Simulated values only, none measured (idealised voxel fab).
A process module follows: voxel self aligned vias.
We display cut, a cross-section 255 nm in width whose square cells are each 5 nm.
Square cells in a grid make up a cross-section in this document, and the grid is given as bands, listed from the top down, each one or more rows of cells. For a band, the entry starts with two heights in nm, that of the top and then that of the bottom, and carries on with the band's materials in order from left to right, each alongside its width in nm; the word "throughout" beside a single material means it fills the band edge to edge, and "air" means empty space. For the purposes of this specification, 0 denotes the height below which the wafer in its as-received condition is composed wholly of one material, and the lowermost band, lacking a lower limit, extends downward without end, as expressed in "0 and below". It should be noted that a width expressed as "30 to 40" varies in equal increments from row to row of cells within the band, taking the value of the first number at the top row and that of the second number at the bottom row. Given "remained unchanged" for a step, no cell of the cross-section differs between before and after that step. Closed-off voids of 8+ cells (no open route to the top) go in "Fully sealed cavities", written width x height at distance from the left edge, in nm. If you see something after the settings on a step's line, that's the simulator's own remark about that step. Steps that use a mask can have "overlay nm" on their line. It says how far the mask sat to the right of where it was meant to be. Negative means to the left.

# The process steps that were planned are listed below
1,RECEIVE (material Si)
2,CONFORMAL_DEP (material SiO2; thk nm 15)
3,CONFORMAL_DEP (material SiCN; thk nm 5)
4,DIRECTIONAL_DEP (material SiO2; thk nm 25)
5,PATTERN (tone open; mask id LINES; material resist; width nm 30; pitch nm 70; thk nm 20; overlay nm 0)
6,DIRECTIONAL_ETCH (etch materials SiO2; depth nm 25)
7,STRIP (etch materials resist)
8,CONFORMAL_DEP (material TiN; thk nm 5)
9,FILL_DEP (material W; thk nm 5)
10,CMP (height nm 45)
11,SELECTIVE_ETCH (etch materials W Ru TiN; depth nm 5)
12,FILL_DEP (material SiN; thk nm 5)
13,CMP (height nm 45)
14,DIRECTIONAL_DEP (material SiO2; thk nm 20)
15,PATTERN (tone open; mask id VIAS; material resist; width nm 40; pitch nm 70; thk nm 20; overlay nm 0)
16,DIRECTIONAL_ETCH (etch materials SiO2; depth nm 20)
17,DIRECTIONAL_ETCH (etch materials SiN; depth nm 5)
18,STRIP (etch materials resist)
19,CONFORMAL_DEP (material TiN; thk nm 5)
20,FILL_DEP (material W; thk nm 5)
21,CMP (height nm 65)
22,CONFORMAL_DEP (material SiN; thk nm 5)

# First of two wafers, with the run carried out as planned

# Incoming wafer in cross-section (state: after step 1)
	0 and below  Si throughout
	Fully sealed cavities: none

# Step 2 complete: cross-section through the wafer
	15 down to 0  SiO2 throughout
	No changes below 0.

# Step 3 complete: cross-section through the wafer
	20 down to 15  SiCN throughout
	No changes below 15.

# Step 4 complete: cross-section through the wafer
	45 down to 20  SiO2 throughout
	No changes below 20.

# Step 5 complete: cross-section through the wafer
	65 down to 45  resist 75 / air 30 / resist 40 / air 30 / resist 80
	No changes below 45.

# Step 6 complete: cross-section through the wafer
	65 down to 45  resist 75 / air 30 / resist 40 / air 30 / resist 80
	45 down to 20  SiO2 75 / air 30 / SiO2 40 / air 30 / SiO2 80
	No changes below 20.

# Step 7 complete: cross-section through the wafer
	45 down to 20  SiO2 75 / air 30 / SiO2 40 / air 30 / SiO2 80
	No changes below 20.

# Step 8 complete: cross-section through the wafer
	50 down to 45  TiN 80 / air 20 / TiN 50 / air 20 / TiN 85
	45 down to 25  SiO2 75 / TiN 5 / air 20 / TiN 5 / SiO2 40 / TiN 5 / air 20 / TiN 5 / SiO2 80
	25 down to 20  SiO2 75 / TiN 30 / SiO2 40 / TiN 30 / SiO2 80
	No changes below 20.

# Step 9 complete: cross-section through the wafer
	55 down to 50  W throughout
	50 down to 45  TiN 80 / W 20 / TiN 50 / W 20 / TiN 85
	45 down to 25  SiO2 75 / TiN 5 / W 20 / TiN 5 / SiO2 40 / TiN 5 / W 20 / TiN 5 / SiO2 80
	No changes below 25.

# Step 10 complete: cross-section through the wafer
	45 down to 25  SiO2 75 / TiN 5 / W 20 / TiN 5 / SiO2 40 / TiN 5 / W 20 / TiN 5 / SiO2 80
	No changes below 25.

# Step 11 complete: cross-section through the wafer
	45 down to 40  SiO2 75 / air 30 / SiO2 40 / air 30 / SiO2 80
	No changes below 40.

# Step 12 complete: cross-section through the wafer
	50 down to 45  SiN throughout
	45 down to 40  SiO2 75 / SiN 30 / SiO2 40 / SiN 30 / SiO2 80
	No changes below 40.

# Step 13 complete: cross-section through the wafer
	45 down to 40  SiO2 75 / SiN 30 / SiO2 40 / SiN 30 / SiO2 80
	No changes below 40.

# Step 14 complete: cross-section through the wafer
	65 down to 45  SiO2 throughout
	No changes below 45.

# Step 15 complete: cross-section through the wafer
	85 down to 65  resist 70 / air 40 / resist 30 / air 40 / resist 75
	No changes below 65.

# Step 16 complete: cross-section through the wafer
	85 down to 65  resist 70 / air 40 / resist 30 / air 40 / resist 75
	65 down to 45  SiO2 70 / air 40 / SiO2 30 / air 40 / SiO2 75
	No changes below 45.

# Step 17 complete: cross-section through the wafer
	85 down to 65  resist 70 / air 40 / resist 30 / air 40 / resist 75
	65 down to 45  SiO2 70 / air 40 / SiO2 30 / air 40 / SiO2 75
	45 down to 40  SiO2 75 / air 30 / SiO2 40 / air 30 / SiO2 80
	No changes below 40.

# Step 18 complete: cross-section through the wafer
	65 down to 45  SiO2 70 / air 40 / SiO2 30 / air 40 / SiO2 75
	No changes below 45.

# Step 19 complete: cross-section through the wafer
	70 down to 65  TiN 75 / air 30 / TiN 40 / air 30 / TiN 80
	65 down to 50  SiO2 70 / TiN 5 / air 30 / TiN 5 / SiO2 30 / TiN 5 / air 30 / TiN 5 / SiO2 75
	50 down to 45  SiO2 70 / TiN 10 / air 20 / TiN 10 / SiO2 30 / TiN 10 / air 20 / TiN 10 / SiO2 75
	45 down to 40  SiO2 75 / TiN 30 / SiO2 40 / TiN 30 / SiO2 80
	No changes below 40.

# Step 20 complete: cross-section through the wafer
	75 down to 70  W throughout
	70 down to 65  TiN 75 / W 30 / TiN 40 / W 30 / TiN 80
	65 down to 50  SiO2 70 / TiN 5 / W 30 / TiN 5 / SiO2 30 / TiN 5 / W 30 / TiN 5 / SiO2 75
	50 down to 45  SiO2 70 / TiN 10 / W 20 / TiN 10 / SiO2 30 / TiN 10 / W 20 / TiN 10 / SiO2 75
	No changes below 45.

# Step 21 complete: cross-section through the wafer
	65 down to 50  SiO2 70 / TiN 5 / W 30 / TiN 5 / SiO2 30 / TiN 5 / W 30 / TiN 5 / SiO2 75
	No changes below 50.

# Step 22 complete: cross-section through the wafer
	70 down to 65  SiN throughout
	No changes below 65.

# second wafer: like start, like plan, one mistake. Through step 1 it matches the first wafer

# Second wafer at the planned finish of step 2, seen in cross-section
	5 down to 0  SiCN throughout
	No changes below 0.

# Second wafer at the planned finish of step 3, seen in cross-section
	20 down to 5  SiO2 throughout
	No changes below 5.

# Second wafer at the planned finish of step 4, seen in cross-section
	45 down to 5  SiO2 throughout
	No changes below 5.

# Second wafer at the planned finish of step 5, seen in cross-section
	65 down to 45  resist 75 / air 30 / resist 40 / air 30 / resist 80
	No changes below 45.

# Second wafer at the planned finish of step 6, seen in cross-section
	65 down to 45  resist 75 / air 30 / resist 40 / air 30 / resist 80
	45 down to 20  SiO2 75 / air 30 / SiO2 40 / air 30 / SiO2 80
	No changes below 20.

# Second wafer at the planned finish of step 7, seen in cross-section
	45 down to 20  SiO2 75 / air 30 / SiO2 40 / air 30 / SiO2 80
	No changes below 20.

# Second wafer at the planned finish of step 8, seen in cross-section
	50 down to 45  TiN 80 / air 20 / TiN 50 / air 20 / TiN 85
	45 down to 25  SiO2 75 / TiN 5 / air 20 / TiN 5 / SiO2 40 / TiN 5 / air 20 / TiN 5 / SiO2 80
	25 down to 20  SiO2 75 / TiN 30 / SiO2 40 / TiN 30 / SiO2 80
	No changes below 20.

# Second wafer at the planned finish of step 9, seen in cross-section
	55 down to 50  W throughout
	50 down to 45  TiN 80 / W 20 / TiN 50 / W 20 / TiN 85
	45 down to 25  SiO2 75 / TiN 5 / W 20 / TiN 5 / SiO2 40 / TiN 5 / W 20 / TiN 5 / SiO2 80
	No changes below 25.

# Second wafer at the planned finish of step 10, seen in cross-section
	45 down to 25  SiO2 75 / TiN 5 / W 20 / TiN 5 / SiO2 40 / TiN 5 / W 20 / TiN 5 / SiO2 80
	No changes below 25.

# Second wafer at the planned finish of step 11, seen in cross-section
	45 down to 40  SiO2 75 / air 30 / SiO2 40 / air 30 / SiO2 80
	No changes below 40.

# Second wafer at the planned finish of step 12, seen in cross-section
	50 down to 45  SiN throughout
	45 down to 40  SiO2 75 / SiN 30 / SiO2 40 / SiN 30 / SiO2 80
	No changes below 40.

# Second wafer at the planned finish of step 13, seen in cross-section
	45 down to 40  SiO2 75 / SiN 30 / SiO2 40 / SiN 30 / SiO2 80
	No changes below 40.

# Second wafer at the planned finish of step 14, seen in cross-section
	65 down to 45  SiO2 throughout
	No changes below 45.

# Second wafer at the planned finish of step 15, seen in cross-section
	85 down to 65  resist 70 / air 40 / resist 30 / air 40 / resist 75
	No changes below 65.

# Second wafer at the planned finish of step 16, seen in cross-section
	85 down to 65  resist 70 / air 40 / resist 30 / air 40 / resist 75
	65 down to 45  SiO2 70 / air 40 / SiO2 30 / air 40 / SiO2 75
	No changes below 45.

# Second wafer at the planned finish of step 17, seen in cross-section
	85 down to 65  resist 70 / air 40 / resist 30 / air 40 / resist 75
	65 down to 45  SiO2 70 / air 40 / SiO2 30 / air 40 / SiO2 75
	45 down to 40  SiO2 75 / air 30 / SiO2 40 / air 30 / SiO2 80
	No changes below 40.

# Second wafer at the planned finish of step 18, seen in cross-section
	65 down to 45  SiO2 70 / air 40 / SiO2 30 / air 40 / SiO2 75
	No changes below 45.

# Second wafer at the planned finish of step 19, seen in cross-section
	70 down to 65  TiN 75 / air 30 / TiN 40 / air 30 / TiN 80
	65 down to 50  SiO2 70 / TiN 5 / air 30 / TiN 5 / SiO2 30 / TiN 5 / air 30 / TiN 5 / SiO2 75
	50 down to 45  SiO2 70 / TiN 10 / air 20 / TiN 10 / SiO2 30 / TiN 10 / air 20 / TiN 10 / SiO2 75
	45 down to 40  SiO2 75 / TiN 30 / SiO2 40 / TiN 30 / SiO2 80
	No changes below 40.

# Second wafer at the planned finish of step 20, seen in cross-section
	75 down to 70  W throughout
	70 down to 65  TiN 75 / W 30 / TiN 40 / W 30 / TiN 80
	65 down to 50  SiO2 70 / TiN 5 / W 30 / TiN 5 / SiO2 30 / TiN 5 / W 30 / TiN 5 / SiO2 75
	50 down to 45  SiO2 70 / TiN 10 / W 20 / TiN 10 / SiO2 30 / TiN 10 / W 20 / TiN 10 / SiO2 75
	No changes below 45.

# Second wafer at the planned finish of step 21, seen in cross-section
	65 down to 50  SiO2 70 / TiN 5 / W 30 / TiN 5 / SiO2 30 / TiN 5 / W 30 / TiN 5 / SiO2 75
	No changes below 50.

# Second wafer at the planned finish of step 22, seen in cross-section
	70 down to 65  SiN throughout
	No changes below 65.
What was done differently from what was planned? steps 2 and 3 traded places in the executed sequence
Upon completion, the cell count for each material on the second wafer equals that on the first, whereas the spatial distribution of those cells differs.
